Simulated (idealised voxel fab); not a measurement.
process module | voxel gate over fins
cross-section cut | 225 nm wide | cells 5 nm
A cross-section is a grid of square cells, given in bands from the top down. A band is one or more rows of cells.
Each band's line starts with the height of the band's top and of its bottom, in nm. Then come its materials from left to right, each with its width in nm. One material with "throughout" fills the band from edge to edge. "air" is empty space.
Height 0 is the level under which the wafer as received is all one material. The lowest band goes on downwards, as in "0 down".
A width such as "30 to 40" changes by the same amount from each row of cells to the next, from the band's top row to its bottom row.
"no change" after a step means that no cell of the cross-section changed.
closed voids: empty space of 8 cells or more with no open way to the top, each as width x height at its distance from the left edge, in nm
after a step's settings: what the simulator itself notes on the step
overlay nm, on a step with a mask: how far to the right of its planned place the mask lay; to the left if negative
plan
1 op RECEIVE | material Si
2 op CONFORMAL_DEP | material SiN | thk nm 10
3 op DIRECTIONAL_DEP | material aC | thk nm 15
4 op PATTERN | tone cover | mask id FINS | material resist | width nm 15 | pitch nm 55 | thk nm 35 | overlay nm 0
5 op DIRECTIONAL_ETCH | etch materials aC | depth nm 15
6 op STRIP | etch materials resist
7 op DIRECTIONAL_ETCH | etch materials SiN | depth nm 10
8 op DIRECTIONAL_ETCH | etch materials Si | depth nm 40
9 op STRIP | etch materials aC
10 op OXIDIZE | depth nm 5
11 op FILL_DEP | material SiO2 | thk nm 5
12 op CMP | height nm 10
13 op DIRECTIONAL_DEP | material aC | thk nm 10
14 op PATTERN | tone open | mask id RAIL | material resist | width nm 15 | thk nm 30 | overlay nm 0
15 op DIRECTIONAL_ETCH | etch materials aC | depth nm 10
16 op STRIP | etch materials resist
17 op DIRECTIONAL_ETCH | etch materials SiO2 | depth nm 45
18 op STRIP | etch materials aC
19 op CONFORMAL_DEP | material TiN | thk nm 5
20 op FILL_DEP | material Ru | thk nm 10
21 op CMP | height nm 10
22 op SELECTIVE_ETCH | etch materials W Ru TiN | depth nm 30
23 op FILL_DEP | material SiO2 | thk nm 5
24 op CMP | height nm 10
25 op SELECTIVE_ETCH | etch materials SiO2 | depth nm 25
26 op STRIP | etch materials SiN
27 op CONFORMAL_DEP | material HfO2 | thk nm 5
28 op CONFORMAL_DEP | material TiN | thk nm 5
29 op CONFORMAL_DEP | material TiAl | thk nm 5
30 op CONFORMAL_DEP | material TiN | thk nm 5
31 op FILL_DEP | material W | thk nm 10
32 op CMP | height nm 25
33 op CONFORMAL_DEP | material SiCN | thk nm 10
varied across the wafers: width nm of step 4. The plan shows the first wafer's value. All wafers start alike
first wafer as received, after step 1
  0 down: Si throughout
  closed voids: none
each wafer at the end: cells of each material gained (+) or lost (-) since it was received, then its closed voids
width nm 15 | +57 HfO2 | +2 Ru | -387 Si | +90 SiCN | +249 SiO2 | +57 TiAl | +121 TiN | +126 W | closed voids: none
width nm 20 | +57 HfO2 | +2 Ru | -369 Si | +90 SiCN | +237 SiO2 | +57 TiAl | +121 TiN | +120 W | closed voids: none
width nm 25 | +57 HfO2 | +2 Ru | -351 Si | +90 SiCN | +225 SiO2 | +57 TiAl | +121 TiN | +114 W | closed voids: none
width nm 30 | +57 HfO2 | +2 Ru | -333 Si | +90 SiCN | +213 SiO2 | +57 TiAl | +118 TiN | +111 W | closed voids: none
